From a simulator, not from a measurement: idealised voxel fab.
process module | voxel gate over fins
cross-section cut | 245 nm wide | cells 5 nm
A cross-section is a grid of square cells, given in bands from the top down. A band is one or more rows of cells.
Each band's line starts with the height of the band's top and of its bottom, in nm. Then come its materials from left to right, each with its width in nm. One material with "throughout" fills the band from edge to edge. "air" is empty space.
Height 0 is the level under which the wafer as received is all one material. The lowest band goes on downwards, as in "0 down".
A width such as "30 to 40" changes by the same amount from each row of cells to the next, from the band's top row to its bottom row.
"no change" after a step means that no cell of the cross-section changed.
closed voids: empty space of 8 cells or more with no open way to the top, each as width x height at its distance from the left edge, in nm
after a step's settings: what the simulator itself notes on the step
overlay nm, on a step with a mask: how far to the right of its planned place the mask lay; to the left if negative
plan
1 op RECEIVE | material Si
2 op CONFORMAL_DEP | material SiN | thk nm 5
3 op MASKED_ETCH | tone cover | mask id FINS | width nm 15 | pitch nm 55 | etch materials SiN | depth nm 5 | overlay nm 0
4 op MASKED_ETCH | tone cover | mask id FINS | width nm 15 | pitch nm 55 | etch materials Si | depth nm 30 | overlay nm 0
5 op OXIDIZE | depth nm 5
6 op FILL_DEP | material SiO2 | thk nm 15
7 op CMP | height nm 5
8 op PATTERN | tone open | mask id RAIL | material resist | width nm 15 | thk nm 20 | overlay nm 0
9 op DIRECTIONAL_ETCH | etch materials SiO2 | depth nm 30
10 op STRIP | etch materials resist
11 op CONFORMAL_DEP | material TiN | thk nm 5
12 op FILL_DEP | material W | thk nm 5
13 op CMP | height nm 5
14 op SELECTIVE_ETCH | etch materials W Ru TiN | depth nm 25
15 op FILL_DEP | material SiO2 | thk nm 5
16 op CMP | height nm 5
17 op SELECTIVE_ETCH | etch materials SiO2 | depth nm 20
18 op STRIP | etch materials SiN
19 op CONFORMAL_DEP | material HfO2 | thk nm 5
20 op CONFORMAL_DEP | material TiN | thk nm 5
21 op FILL_DEP | material W | thk nm 10
22 op CMP | height nm 15
23 op CONFORMAL_DEP | material SiN | thk nm 5
as received, after step 1
  0 down: Si throughout
  closed voids: none
a wafer at the end: this start, this plan, one mistake
  20 to 15: SiN throughout
  15 to 5: W throughout
  5 to 0: W 30 | TiN 15 | W 40 | TiN 15 | W 40 | TiN 15 | W 40 | TiN 15 | W 35
  0 to -10: W 30 | TiN 5 | Si 5 | TiN 5 | W 40 | TiN 5 | Si 5 | TiN 5 | W 40 | TiN 5 | Si 5 | TiN 5 | W 40 | TiN 5 | Si 5 | TiN 5 | W 35
  -10 to -15: TiN 35 | Si 5 | TiN 50 | Si 5 | TiN 50 | Si 5 | TiN 50 | Si 5 | TiN 40
  -15 to -20: SiO2 35 | Si 5 | SiO2 50 | Si 5 | SiO2 50 | Si 5 | SiO2 50 | Si 5 | SiO2 40
  -20 to -25: SiO2 35 | Si 5 | SiO2 15 | TiN 15 | SiO2 20 | Si 5 | SiO2 50 | Si 5 | SiO2 50 | Si 5 | SiO2 40
  -25 to -35: SiO2 35 | Si 5 | SiO2 50 | Si 5 | SiO2 50 | Si 5 | SiO2 50 | Si 5 | SiO2 40
  -35 down: Si throughout
  closed voids: none
what went wrong: step 19 was left out
